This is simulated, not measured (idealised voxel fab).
The process module presented herein is designated voxel self aligned vias.
cross-section cut | 300 nm wide | cells 5 nm
Cross-section spec: square-cell grid; bands listed top down; each band is one or more rows. Band entry format. Leading values: height of top, height of bottom, nm. Remainder: materials in left-to-right order, each with its width in nm. Special words: "throughout" on a single material, which then fills the band edge to edge; "empty", empty space. For the purposes of this specification, 0 denotes the height below which the wafer in its as-received condition is composed wholly of one material, and the lowermost band, lacking a lower limit, extends downward without end, as expressed in "top 0, no bottom". Think of "30..40" as a width that walks from the first number to the second as you go down the band, top row to bottom row, taking equal-sized steps from row to row. Take "no modification" at face value: in the step it is given for, the cross-section changed in none of its cells. Reported under the label "Closed void catalog" are the empty spaces having no open way to the top and comprising 8 cells or more; the notation for each is width x height at distance, in which the distance is measured from the left edge and all three values are in nm. Anything after a step's settings on that line? It's the simulator's own note about the step. overlay nm: mask right of planned place by this much (step with mask). Neg. = left.

PROCESS STEPS - PLAN
- 1: RECEIVE with material Si
- 2: CONFORMAL_DEP with material SiO2, thk nm 10
- 3: CONFORMAL_DEP with material SiCN, thk nm 5
- 4: DIRECTIONAL_DEP with material SiO2, thk nm 20
- 5: MASKED_ETCH with tone open, mask id LINES, width nm 30, pitch nm 70, etch materials SiO2, depth nm 20, overlay nm 0
- 6: CONFORMAL_DEP with material TiN, thk nm 5
- 7: FILL_DEP with material Ru, thk nm 10
- 8: CMP with height nm 35
- 9: SELECTIVE_ETCH with etch materials W Ru TiN, depth nm 5
- 10: FILL_DEP with material SiN, thk nm 10
- 11: CMP with height nm 35
- 12: DIRECTIONAL_DEP with material SiO2, thk nm 15
- 13: MASKED_ETCH with tone open, mask id VIAS, width nm 50, etch materials SiO2, depth nm 15, overlay nm 0
- 14: MASKED_ETCH with tone open, mask id VIAS, width nm 50, etch materials SiN, depth nm 5, overlay nm 0
- 15: CONFORMAL_DEP with material TiN, thk nm 5
- 16: FILL_DEP with material W, thk nm 5
- 17: CMP with height nm 50
- 18: CONFORMAL_DEP with material SiCN, thk nm 5

CROSS-SECTION OF THE WAFER AT RECEIPT, WHICH IS THE CONDITION AFTER STEP 1
top 0, no bottom | Si throughout
Closed void catalog: none

THE CROSS-SECTION SHOWN CORRESPONDS TO THE WAFER AT THE CONCLUSION OF THE MODULE. THE INITIAL STRUCTURE AND THE PROCESS PLAN ARE THOSE PRESENTED ABOVE; HOWEVER, ONE MISTAKE OCCURRED IN EXECUTING THE PLAN
top 55, bottom 50 | SiCN throughout
top 50, bottom 40 | W 85; TiN 5; SiO2 50; TiN 5; W 155
top 40, bottom 35 | TiN 90; SiO2 50; TiN 160
top 35, bottom 30 | SiO2 100; SiN 30; SiO2 40; SiN 30; SiO2 100
top 30, bottom 20 | SiO2 100; TiN 5; Ru 20; TiN 5; SiO2 40; TiN 5; Ru 20; TiN 5; SiO2 100
top 20, bottom 15 | SiO2 100; TiN 30; SiO2 40; TiN 30; SiO2 100
top 15, bottom 10 | SiCN throughout
top 10, bottom 0 | SiO2 throughout
top 0, no bottom | Si throughout
Closed void catalog: none
It is concluded that the wafer was processed incorrectly with respect to the plan, in that for step 13, the planned setting was not used; the step was instead run as MASKED_ETCH with tone cover, mask id VIAS, width nm 50, etch materials SiO2, depth nm 15, overlay nm 0
